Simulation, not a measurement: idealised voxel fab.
process module | voxel released beams
cross-section cut | 210 nm wide | cells 5 nm
A cross-section is a grid of square cells, given in bands from the top down. A band is one or more rows of cells.
Each band's line starts with the height of the band's top and of its bottom, in nm. Then come its materials from left to right, each with its width in nm. One material with "throughout" fills the band from edge to edge. "air" is empty space.
Height 0 is the level under which the wafer as received is all one material. The lowest band goes on downwards, as in "0 down".
A width such as "30 to 40" changes by the same amount from each row of cells to the next, from the band's top row to its bottom row.
"no change" after a step means that no cell of the cross-section changed.
closed voids: empty space of 8 cells or more with no open way to the top, each as width x height at its distance from the left edge, in nm
after a step's settings: what the simulator itself notes on the step
overlay nm, on a step with a mask: how far to the right of its planned place the mask lay; to the left if negative
plan
1 op RECEIVE | material Si
2 op CONFORMAL_DEP | material SiN | thk nm 10
3 op DIRECTIONAL_DEP | material SiO2 | thk nm 15
4 op DIRECTIONAL_DEP | material aC | thk nm 15
5 op PATTERN | tone open | mask id ANCHOR | material resist | width nm 45 | thk nm 30 | overlay nm 0
6 op DIRECTIONAL_ETCH | etch materials aC | depth nm 15
7 op STRIP | etch materials resist
8 op DIRECTIONAL_ETCH | etch materials SiO2 | depth nm 15
9 op STRIP | etch materials aC
10 op CONFORMAL_DEP | material W | thk nm 15
11 op DIRECTIONAL_DEP | material aC | thk nm 15
12 op PATTERN | tone cover | mask id BEAM | material resist | width nm 120 | thk nm 35 | overlay nm 0
13 op DIRECTIONAL_ETCH | etch materials aC | depth nm 15
14 op STRIP | etch materials resist
15 op DIRECTIONAL_ETCH | etch materials W | depth nm 15
16 op STRIP | etch materials aC
17 op STRIP | etch materials SiO2
first wafer, as planned
as received, after step 1
  0 down: Si throughout
  closed voids: none
after step 2
  10 to 0: SiN throughout
  below 0: unchanged
after step 3
  25 to 10: SiO2 throughout
  below 10: unchanged
after step 4
  40 to 25: aC throughout
  below 25: unchanged
after step 5
  70 to 40: resist 45 | air 45 | resist 120
  below 40: unchanged
after step 6
  55 to 40: resist 45 | air 45 | resist 120
  40 to 25: aC 45 | air 45 | aC 120
  below 25: unchanged
after step 7
  40 to 25: aC 45 | air 45 | aC 120
  below 25: unchanged
after step 8
  40 to 25: aC 45 | air 45 | aC 120
  25 to 10: SiO2 45 | air 45 | SiO2 120
  below 10: unchanged
after step 9
  25 to 10: SiO2 45 | air 45 | SiO2 120
  below 10: unchanged
after step 10
  40 to 25: W 60 | air 15 | W 135
  25 to 10: SiO2 45 | W 45 | SiO2 120
  below 10: unchanged
after step 11
  55 to 40: aC 60 | air 15 | aC 135
  40 to 25: W 60 | aC 15 | W 135
  below 25: unchanged
after step 12
  90 to 55: air 40 | resist 120 | air 50
  55 to 40: aC 60 | resist 15 | aC 135
  below 40: unchanged
after step 13
  75 to 55: air 40 | resist 120 | air 50
  55 to 40: air 40 | aC 20 | resist 15 | aC 85 | air 50
  below 40: unchanged
after step 14
  55 to 40: air 40 | aC 20 | air 15 | aC 85 | air 50
  below 40: unchanged
after step 15
  55 to 40: air 40 | aC 20 | air 15 | aC 85 | air 50
  40 to 25: air 40 | W 20 | aC 15 | W 85 | air 50
  below 25: unchanged
after step 16
  40 to 25: air 40 | W 20 | air 15 | W 85 | air 50
  below 25: unchanged
after step 17
  40 to 25: air 40 | W 20 | air 15 | W 85 | air 50
  25 to 10: air 45 | W 45 | air 120
  below 10: unchanged
second wafer: like start, like plan, one mistake. Through step 9 it matches the first wafer
when step 10 should have ended
  35 to 25: W 55 | air 25 | W 130
  25 to 20: SiO2 45 | W 10 | air 25 | W 10 | SiO2 120
  20 to 10: SiO2 45 | W 45 | SiO2 120
  below 10: unchanged
when step 11 should have ended
  50 to 35: aC 55 | air 25 | aC 130
  35 to 25: W 55 | aC 25 | W 130
  25 to 20: SiO2 45 | W 10 | aC 25 | W 10 | SiO2 120
  below 20: unchanged
when step 12 should have ended
  85 to 50: air 40 | resist 120 | air 50
  50 to 35: aC 55 | resist 25 | aC 130
  below 35: unchanged
when step 13 should have ended
  70 to 50: air 40 | resist 120 | air 50
  50 to 35: air 40 | aC 15 | resist 25 | aC 80 | air 50
  below 35: unchanged
when step 14 should have ended
  50 to 35: air 40 | aC 15 | air 25 | aC 80 | air 50
  below 35: unchanged
when step 15 should have ended
  50 to 35: air 40 | aC 15 | air 25 | aC 80 | air 50
  35 to 25: air 40 | W 15 | aC 25 | W 80 | air 50
  below 25: unchanged
when step 16 should have ended
  35 to 25: air 40 | W 15 | air 25 | W 80 | air 50
  25 to 20: SiO2 45 | W 10 | air 25 | W 10 | SiO2 120
  below 20: unchanged
when step 17 should have ended
  35 to 25: air 40 | W 15 | air 25 | W 80 | air 50
  25 to 20: air 45 | W 10 | air 25 | W 10 | air 120
  20 to 10: air 45 | W 45 | air 120
  below 10: unchanged
what went wrong: step 10 ran as: op CONFORMAL_DEP | material W | thk nm 10
at the end the second wafer has, in cells: 30 fewer of W
